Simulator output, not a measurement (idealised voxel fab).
process module | voxel plated lines
cross-section cut | 145 nm wide | cells 5 nm
A cross-section is a grid of square cells, given in bands from the top down. A band is one or more rows of cells.
Each band's line starts with the height of the band's top and of its bottom, in nm. Then come its materials from left to right, each with its width in nm. One material with "throughout" fills the band from edge to edge. "air" is empty space.
Height 0 is the level under which the wafer as received is all one material. The lowest band goes on downwards, as in "0 down".
A width such as "30 to 40" changes by the same amount from each row of cells to the next, from the band's top row to its bottom row.
"no change" after a step means that no cell of the cross-section changed.
closed voids: empty space of 8 cells or more with no open way to the top, each as width x height at its distance from the left edge, in nm
after a step's settings: what the simulator itself notes on the step
overlay nm, on a step with a mask: how far to the right of its planned place the mask lay; to the left if negative
plan
1 op RECEIVE | material Si
2 op CONFORMAL_DEP | material Al2O3 | thk nm 10
3 op DIRECTIONAL_DEP | material TiN | thk nm 5
4 op PATTERN | tone open | mask id LINES | material resist | width nm 30 | pitch nm 45 | thk nm 20 | overlay nm -15
5 op EPI | material Ru | thk nm 5
6 op STRIP | etch materials resist
7 op DIRECTIONAL_ETCH | etch materials TiN | depth nm 5
8 op CONFORMAL_DEP | material SiO2 | thk nm 5
varied across the wafers: overlay nm of step 4. The plan shows the first wafer's value. All wafers start alike
first wafer as received, after step 1
  0 down: Si throughout
  closed voids: none
each wafer at the end: cells of each material gained (+) or lost (-) since it was received, then its closed voids
overlay nm -15 | +58 Al2O3 | +12 Ru | +37 SiO2 | +12 TiN | closed voids: none
overlay nm -10 | +58 Al2O3 | +12 Ru | +37 SiO2 | +12 TiN | closed voids: none
overlay nm -5 | +58 Al2O3 | +12 Ru | +37 SiO2 | +12 TiN | closed voids: none
overlay nm 0 | +58 Al2O3 | +12 Ru | +37 SiO2 | +12 TiN | closed voids: none
overlay nm 5 | +58 Al2O3 | +12 Ru | +37 SiO2 | +12 TiN | closed voids: none
overlay nm 10 | +58 Al2O3 | +12 Ru | +37 SiO2 | +12 TiN | closed voids: none
overlay nm 15 | +58 Al2O3 | +12 Ru | +37 SiO2 | +12 TiN | closed voids: none
